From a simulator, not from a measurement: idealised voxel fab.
Process module, titled voxel self aligned vias
Cross-section cut spans 210 nm and uses square cells 5 nm in size.
Square cells in a grid make up a cross-section in this document, and the grid is given as bands, listed from the top down, each one or more rows of cells.
Within each band entry, the heights of the top and of the bottom of the band appear first, in that order and in nm; the materials of the band then follow from left to right, each with its corresponding width in nm. The designation "full width" on a single material indicates that it fills the band from edge to edge; the designation "air" indicates empty space.
Convention: height 0 is the level below which the wafer, as received, is all one material. The lowest band does not terminate at the bottom but continues downward, represented as "0 -> down".
The two numbers in a width such as "30..40" mark its ends across the band: the first belongs to the top row of cells, the second to the bottom row, and from each row to the next the width moves by the same amount.
Key: "remained unchanged" - step with no changed cell in the cross-section.
"Closed cavities" means: voids of 8 cells or more that are shut off from the top with no open way through. Written width x height at distance, distance from the left edge, in nm.
Anything after a step's settings on that line? It's the simulator's own note about the step.
overlay nm, on a step with a mask: how far to the right of its planned place the mask lay; to the left if negative

[Process steps foreseen in the plan]
step 1: RECEIVE [material Si]
step 2: CONFORMAL_DEP [material SiO2] [thk nm 15]
step 3: CONFORMAL_DEP [material SiCN] [thk nm 5]
step 4: DIRECTIONAL_DEP [material lowk] [thk nm 25]
step 5: PATTERN [tone open] [mask id LINES] [material resist] [width nm 25] [pitch nm 50] [thk nm 20] [overlay nm 0]
step 6: DIRECTIONAL_ETCH [etch materials lowk] [depth nm 25]
step 7: STRIP [etch materials resist]
step 8: CONFORMAL_DEP [material TiN] [thk nm 5]
step 9: FILL_DEP [material Ru] [thk nm 5]
step 10: CMP [height nm 45]
step 11: SELECTIVE_ETCH [etch materials W Ru TiN] [depth nm 5]
step 12: FILL_DEP [material SiN] [thk nm 10]
step 13: CMP [height nm 45]
step 14: DIRECTIONAL_DEP [material lowk] [thk nm 15]
step 15: PATTERN [tone open] [mask id VIAS] [material resist] [width nm 35] [pitch nm 100] [thk nm 20] [overlay nm 0]
step 16: DIRECTIONAL_ETCH [etch materials lowk] [depth nm 15]
step 17: DIRECTIONAL_ETCH [etch materials SiN] [depth nm 5]
step 18: STRIP [etch materials resist]
step 19: CONFORMAL_DEP [material TiN] [thk nm 5]
step 20: FILL_DEP [material Ru] [thk nm 5]
step 21: CMP [height nm 60]
step 22: CONFORMAL_DEP [material SiN] [thk nm 5]

[Wafer as received: cross-section following step 1]
  0 -> down: Si full width
  Closed cavities: none

[End-of-module cross-section of the first of two wafers, processed as planned]
  65 -> 60: SiN full width
  60 -> 50: lowk 35 | TiN 5 | Ru 25 | TiN 5 | lowk 65 | TiN 5 | Ru 25 | TiN 5 | lowk 40
  50 -> 45: lowk 35 | TiN 10 | Ru 15 | TiN 10 | lowk 65 | TiN 10 | Ru 15 | TiN 10 | lowk 40
  45 -> 40: lowk 40 | TiN 25 | lowk 25 | SiN 25 | lowk 25 | TiN 25 | lowk 45
  40 -> 25: lowk 40 | TiN 5 | Ru 15 | TiN 5 | lowk 25 | TiN 5 | Ru 15 | TiN 5 | lowk 25 | TiN 5 | Ru 15 | TiN 5 | lowk 45
  25 -> 20: lowk 40 | TiN 25 | lowk 25 | TiN 25 | lowk 25 | TiN 25 | lowk 45
  20 -> 15: SiCN full width
  15 -> 0: SiO2 full width
  0 -> down: Si full width
  Closed cavities: none

[Module end: cross-section of wafer two of two. Same start and process plan as the first wafer. One mistake during execution]
  65 -> 60: SiN full width
  60 -> 50: lowk 35 | TiN 5 | Ru 25 | TiN 5 | lowk 65 | TiN 5 | Ru 25 | TiN 5 | lowk 40
  50 -> 45: lowk 35 | TiN 10 | Ru 15 | TiN 10 | lowk 65 | TiN 10 | Ru 15 | TiN 10 | lowk 40
  45 -> 40: lowk 40 | TiN 25 | lowk 25 | SiN 25 | lowk 25 | TiN 25 | lowk 45
  40 -> 35: lowk 40 | TiN 25 | lowk 25 | TiN 25 | lowk 25 | TiN 25 | lowk 45
  35 -> 30: SiCN full width
  30 -> 0: SiO2 full width
  0 -> down: Si full width
  Closed cavities: none
Where did the run depart from the plan? step 2 of the plan was executed twice over
Materials where the second wafer ends with more or fewer cells than the first: Ru: 27 fewer, SiO2: 126 more, TiN: 18 fewer, lowk: 81 fewer
